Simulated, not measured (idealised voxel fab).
The process module that follows is named voxel transistor to metal.
Section cut is 165 nm wide and gridded with 5 nm square cells.
For the purposes of this document, a cross-section shall be understood as a grid of square cells, specified as bands listed in top-to-bottom order, each band consisting of one or more rows of cells. Top, bottom (nm), then materials left to right with widths (nm); lone material tagged "throughout" fills the whole band edge to edge; "air" = empty space. Heights are reckoned from 0. Under this level, the received wafer is all of one material. The bottommost band is open-ended downward, for example "0..down". Graded width ("30 to 40"): value in top row of band = first number; value in bottom row = second number; row-to-row change constant. "no change" means the step left every cell of the cross-section as it was. Basically, "Entrapped void list" tells you about the enclosed voids: empty spaces with no open way to the top, 8 cells or bigger, each written width x height at distance, where distance is from the left edge, all in nm. Post-settings text on a step line: simulator's own remark regarding the step. The "overlay nm" setting may appear on a step's line; for a step that uses a mask, it gives how far to the right of its planned position the mask lay, and a negative value indicates the left.

[The process steps that were planned are listed below]
1. RECEIVE | material Si
2. CONFORMAL_DEP | material SiO2 | thk nm 5
3. CONFORMAL_DEP | material SiN | thk nm 10
4. PATTERN | tone cover | mask id ACTIVE | material resist | width nm 115 | thk nm 20 | overlay nm 0
5. DIRECTIONAL_ETCH | etch materials SiN | depth nm 10
6. DIRECTIONAL_ETCH | etch materials SiO2 | depth nm 5
7. DIRECTIONAL_ETCH | etch materials Si | depth nm 15
8. STRIP | etch materials resist
9. FILL_DEP | material SiO2 | thk nm 10
10. CMP | height nm 15
11. SELECTIVE_ETCH | etch materials SiO2 | depth nm 10
12. STRIP | etch materials SiN
13. SELECTIVE_ETCH | etch materials SiO2 | depth nm 5
14. OXIDIZE | depth nm 5
15. DIRECTIONAL_DEP | material polySi | thk nm 25
16. DIRECTIONAL_DEP | material SiCN | thk nm 15
17. MASKED_ETCH | tone cover | mask id GATE | width nm 25 | etch materials SiCN | depth nm 25 | overlay nm 0
18. MASKED_ETCH | tone cover | mask id GATE | width nm 25 | etch materials polySi | depth nm 35 | overlay nm 0
19. CONFORMAL_DEP | material SiN | thk nm 10
20. DIRECTIONAL_ETCH | etch materials SiN | depth nm 10
21. DIRECTIONAL_ETCH | etch materials SiO2 | depth nm 5
22. DIRECTIONAL_ETCH | etch materials Si | depth nm 15
23. EPI | material nSi | thk nm 20
24. FILL_DEP | material SiO2 | thk nm 5
25. CMP | height nm 25
26. STRIP | etch materials polySi
27. SELECTIVE_ETCH | etch materials SiO2 | depth nm 5
28. CONFORMAL_DEP | material HfO2 | thk nm 5
29. CONFORMAL_DEP | material TiN | thk nm 5
30. FILL_DEP | material W | thk nm 5
31. CMP | height nm 20
32. DIRECTIONAL_DEP | material SiO2 | thk nm 10
33. PATTERN | tone open | mask id CONTACT | material resist | width nm 20 | pitch nm 75 | thk nm 20 | overlay nm 0
34. DIRECTIONAL_ETCH | etch materials SiO2 | depth nm 30
35. STRIP | etch materials resist
36. CONFORMAL_DEP | material TiN | thk nm 5
37. FILL_DEP | material W | thk nm 5
38. CMP | height nm 30
39. CONFORMAL_DEP | material SiCN | thk nm 5
40. DIRECTIONAL_DEP | material lowk | thk nm 20
41. DIRECTIONAL_DEP | material aC | thk nm 15
42. PATTERN | tone open | mask id METAL_1 | material resist | width nm 20 | pitch nm 75 | thk nm 30 | overlay nm 0
43. DIRECTIONAL_ETCH | etch materials aC | depth nm 15
44. STRIP | etch materials resist
45. DIRECTIONAL_ETCH | etch materials lowk | depth nm 20
46. DIRECTIONAL_ETCH | etch materials SiCN | depth nm 5
47. STRIP | etch materials aC
48. CONFORMAL_DEP | material TiN | thk nm 5
49. FILL_DEP | material Cu | thk nm 5
50. CMP | height nm 55
51. EPI | material Ru | thk nm 5
52. FILL_DEP | material SiCN | thk nm 5
53. DIRECTIONAL_DEP | material lowk | thk nm 30
54. MASKED_ETCH | tone open | mask id METAL_2 | width nm 20 | pitch nm 75 | etch materials lowk | depth nm 15 | overlay nm 0
55. MASKED_ETCH | tone open | mask id METAL_2_HOLES | width nm 15 | pitch nm 75 | etch materials lowk | depth nm 15 | overlay nm 0
56. MASKED_ETCH | tone open | mask id METAL_2_HOLES | width nm 15 | pitch nm 75 | etch materials SiCN | depth nm 5 | overlay nm 0
57. CONFORMAL_DEP | material TiN | thk nm 5
58. FILL_DEP | material Cu | thk nm 5
59. CMP | height nm 95
60. CONFORMAL_DEP | material SiCN | thk nm 5
Wafers differ in depth nm at step 7; plan lists the first wafer's value; identical starting state.

[Received wafers, first of several: cross-section after step 1]
0..down: Si throughout
Entrapped void list: none

[Table: wafers, a row each; end-of-module cell change per material since receipt, gain (+), loss (-); then closed voids]
depth nm 15 | +32 Cu | +15 HfO2 | +12 Ru | -95 Si | +106 SiCN | +16 SiN | +128 SiO2 | +85 TiN | +11 W | +256 lowk | +94 nSi | Entrapped void list: none
depth nm 20 | +32 Cu | +15 HfO2 | +12 Ru | -105 Si | +106 SiCN | +16 SiN | +148 SiO2 | +87 TiN | +11 W | +256 lowk | +82 nSi | Entrapped void list: none
depth nm 25 | +32 Cu | +15 HfO2 | +12 Ru | -115 Si | +106 SiCN | +16 SiN | +158 SiO2 | +87 TiN | +11 W | +256 lowk | +82 nSi | Entrapped void list: none
depth nm 30 | +32 Cu | +15 HfO2 | +12 Ru | -125 Si | +106 SiCN | +16 SiN | +168 SiO2 | +87 TiN | +11 W | +256 lowk | +82 nSi | Entrapped void list: none
depth nm 35 | +32 Cu | +15 HfO2 | +12 Ru | -135 Si | +106 SiCN | +16 SiN | +178 SiO2 | +87 TiN | +11 W | +256 lowk | +82 nSi | Entrapped void list: none
depth nm 40 | +32 Cu | +15 HfO2 | +12 Ru | -145 Si | +106 SiCN | +16 SiN | +188 SiO2 | +87 TiN | +11 W | +256 lowk | +82 nSi | Entrapped void list: none
